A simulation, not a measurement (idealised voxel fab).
process module | voxel capacitor over wiring
cross-section cut | 170 nm wide | cells 5 nm
A cross-section is a grid of square cells, given in bands from the top down. A band is one or more rows of cells.
Each band's line starts with the height of the band's top and of its bottom, in nm. Then come its materials from left to right, each with its width in nm. One material with "throughout" fills the band from edge to edge. "air" is empty space.
Height 0 is the level under which the wafer as received is all one material. The lowest band goes on downwards, as in "0 down".
A width such as "30 to 40" changes by the same amount from each row of cells to the next, from the band's top row to its bottom row.
"no change" after a step means that no cell of the cross-section changed.
closed voids: empty space of 8 cells or more with no open way to the top, each as width x height at its distance from the left edge, in nm
after a step's settings: what the simulator itself notes on the step
overlay nm, on a step with a mask: how far to the right of its planned place the mask lay; to the left if negative
plan
1 op RECEIVE | material Si
2 op CONFORMAL_DEP | material SiO2 | thk nm 10
3 op DIRECTIONAL_DEP | material TiN | thk nm 5
4 op DIRECTIONAL_DEP | material Ru | thk nm 15
5 op MASKED_ETCH | tone cover | mask id METAL_1 | width nm 20 | pitch nm 80 | etch materials Ru | depth nm 15 | overlay nm 0
6 op MASKED_ETCH | tone cover | mask id METAL_1 | width nm 20 | pitch nm 80 | etch materials TiN | depth nm 5 | overlay nm 0
7 op FILL_DEP | material SiO2 | thk nm 5
8 op CMP | height nm 30
9 op CONFORMAL_DEP | material SiCN | thk nm 5
10 op DIRECTIONAL_DEP | material SiO2 | thk nm 10
11 op DIRECTIONAL_DEP | material aC | thk nm 10
12 op PATTERN | tone open | mask id PLUG_1 | material resist | width nm 15 | thk nm 25 | overlay nm 0
13 op DIRECTIONAL_ETCH | etch materials aC | depth nm 10
14 op STRIP | etch materials resist
15 op DIRECTIONAL_ETCH | etch materials SiO2 | depth nm 10
16 op DIRECTIONAL_ETCH | etch materials SiCN | depth nm 5
17 op STRIP | etch materials aC
18 op CONFORMAL_DEP | material TiN | thk nm 5
19 op FILL_DEP | material Cu | thk nm 5
20 op CMP | height nm 45
21 op DIRECTIONAL_DEP | material TiN | thk nm 10
22 op DIRECTIONAL_DEP | material Al2O3 | thk nm 5
23 op DIRECTIONAL_DEP | material TiN | thk nm 10
24 op MASKED_ETCH | tone cover | mask id UPPER_PLATE | width nm 65 | etch materials TiN | depth nm 10 | overlay nm 0
25 op MASKED_ETCH | tone cover | mask id UPPER_PLATE | width nm 65 | etch materials Al2O3 | depth nm 5 | overlay nm 0
26 op PATTERN | tone cover | mask id LOWER_PLATE | material resist | width nm 75 | thk nm 20 | overlay nm 0
27 op DIRECTIONAL_ETCH | etch materials TiN | depth nm 10
28 op STRIP | etch materials resist
29 op FILL_DEP | material SiO2 | thk nm 15
30 op CMP | height nm 80
31 op PATTERN | tone open | mask id PLUG_2 | material resist | width nm 15 | thk nm 20 | overlay nm 0
32 op DIRECTIONAL_ETCH | etch materials SiO2 | depth nm 10
33 op STRIP | etch materials resist
34 op CONFORMAL_DEP | material TiN | thk nm 5
35 op FILL_DEP | material Ru | thk nm 10
36 op CMP | height nm 80
37 op CONFORMAL_DEP | material SiN | thk nm 5
as received, after step 1
  0 down: Si throughout
  closed voids: none
a wafer at the end: this start, this plan, one mistake
  85 to 80: SiN throughout
  80 to 75: SiO2 50 | TiN 5 | Ru 5 | TiN 5 | SiO2 105
  75 to 70: SiO2 50 | TiN 15 | SiO2 105
  70 to 60: SiO2 40 | TiN 65 | SiO2 65
  60 to 55: SiO2 40 | Al2O3 65 | SiO2 65
  55 to 45: SiO2 35 | TiN 75 | SiO2 60
  45 to 35: SiO2 40 | TiN 5 | Cu 5 | TiN 5 | SiO2 115
  35 to 30: SiCN 40 | TiN 15 | SiCN 115
  30 to 25: SiO2 35 | TiN 20 | SiO2 60 | TiN 20 | SiO2 35
  25 to 10: Ru throughout
  10 to 0: SiO2 throughout
  0 down: Si throughout
  closed voids: none
what went wrong: steps 3 and 4 were swapped
